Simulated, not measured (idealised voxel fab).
process module | voxel gate over fins
cross-section cut | 170 nm wide | cells 5 nm
A cross-section is a grid of square cells, given in bands from the top down. A band is one or more rows of cells.
Each band's line starts with the height of the band's top and of its bottom, in nm. Then come its materials from left to right, each with its width in nm. One material with "throughout" fills the band from edge to edge. "air" is empty space.
Height 0 is the level under which the wafer as received is all one material. The lowest band goes on downwards, as in "0 down".
A width such as "30 to 40" changes by the same amount from each row of cells to the next, from the band's top row to its bottom row.
"no change" after a step means that no cell of the cross-section changed.
closed voids: empty space of 8 cells or more with no open way to the top, each as width x height at its distance from the left edge, in nm
after a step's settings: what the simulator itself notes on the step
overlay nm, on a step with a mask: how far to the right of its planned place the mask lay; to the left if negative
plan
1 op RECEIVE | material Si
2 op CONFORMAL_DEP | material SiN | thk nm 5
3 op DIRECTIONAL_DEP | material aC | thk nm 15
4 op PATTERN | tone cover | mask id FINS | material resist | width nm 15 | pitch nm 50 | thk nm 30 | overlay nm 0
5 op DIRECTIONAL_ETCH | etch materials aC | depth nm 15
6 op STRIP | etch materials resist
7 op DIRECTIONAL_ETCH | etch materials SiN | depth nm 5
8 op DIRECTIONAL_ETCH | etch materials Si | depth nm 30
9 op STRIP | etch materials aC
10 op FILL_DEP | material SiO2 | thk nm 5
11 op CMP | height nm 5
12 op DIRECTIONAL_DEP | material aC | thk nm 10
13 op PATTERN | tone open | mask id RAIL | material resist | width nm 15 | thk nm 30 | overlay nm 0
14 op DIRECTIONAL_ETCH | etch materials aC | depth nm 10
15 op STRIP | etch materials resist
16 op DIRECTIONAL_ETCH | etch materials SiO2 | depth nm 30
17 op STRIP | etch materials aC
18 op CONFORMAL_DEP | material TiN | thk nm 5
19 op FILL_DEP | material W | thk nm 5
20 op CMP | height nm 5
21 op SELECTIVE_ETCH | etch materials W Ru TiN | depth nm 25
22 op FILL_DEP | material SiO2 | thk nm 5
23 op CMP | height nm 5
24 op SELECTIVE_ETCH | etch materials SiO2 | depth nm 20
25 op STRIP | etch materials SiN
26 op CONFORMAL_DEP | material HfO2 | thk nm 5
27 op CONFORMAL_DEP | material TiN | thk nm 5
28 op FILL_DEP | material W | thk nm 10
29 op CMP | height nm 15
30 op CONFORMAL_DEP | material SiN | thk nm 10
as received, after step 1
  0 down: Si throughout
  closed voids: none
first wafer at the end, as planned
  25 to 15: SiN throughout
  15 to 10: W throughout
  10 to 5: W 40 | TiN 35 | W 15 | TiN 35 | W 45
  5 to 0: W 40 | TiN 5 | HfO2 25 | TiN 5 | W 15 | TiN 5 | HfO2 25 | TiN 5 | W 45
  0 to -5: W 40 | TiN 5 | HfO2 5 | Si 15 | HfO2 5 | TiN 5 | W 15 | TiN 5 | HfO2 5 | Si 15 | HfO2 5 | TiN 5 | W 45
  -5 to -10: TiN 45 | HfO2 5 | Si 15 | HfO2 5 | TiN 25 | HfO2 5 | Si 15 | HfO2 5 | TiN 50
  -10 to -15: HfO2 50 | Si 15 | HfO2 35 | Si 15 | HfO2 55
  -15 to -20: SiO2 50 | Si 15 | SiO2 35 | Si 15 | SiO2 55
  -20 to -25: SiO2 50 | Si 15 | SiO2 10 | TiN 15 | SiO2 10 | Si 15 | SiO2 55
  -25 to -30: SiO2 50 | Si 15 | SiO2 35 | Si 15 | SiO2 55
  -30 down: Si throughout
  closed voids: none
second wafer at the end: like start, like plan, one mistake
  25 to 15: SiN throughout
  15 to 10: W throughout
  10 to 5: W 40 | TiN 35 | W 15 | TiN 35 | W 45
  5 to 0: W 40 | TiN 5 | HfO2 25 | TiN 5 | W 15 | TiN 5 | HfO2 25 | TiN 5 | W 45
  0 to -5: W 40 | TiN 5 | HfO2 5 | Si 15 | HfO2 5 | TiN 5 | W 15 | TiN 5 | HfO2 5 | Si 15 | HfO2 5 | TiN 5 | W 45
  -5 to -10: TiN 45 | HfO2 5 | Si 15 | HfO2 5 | TiN 25 | HfO2 5 | Si 15 | HfO2 5 | TiN 50
  -10 to -15: HfO2 50 | Si 15 | HfO2 35 | Si 15 | HfO2 55
  -15 to -20: SiO2 50 | Si 15 | SiO2 15 | HfO2 5 | SiO2 15 | Si 15 | SiO2 55
  -20 to -25: SiO2 50 | Si 15 | SiO2 10 | TiN 15 | SiO2 10 | Si 15 | SiO2 55
  -25 to -30: SiO2 50 | Si 15 | SiO2 35 | Si 15 | SiO2 55
  -30 down: Si throughout
  closed voids: none
what went wrong: step 19 ran as: op FILL_DEP | material SiN | thk nm 5
at the end the second wafer has, in cells: 1 more of HfO2 | 1 fewer of SiO2
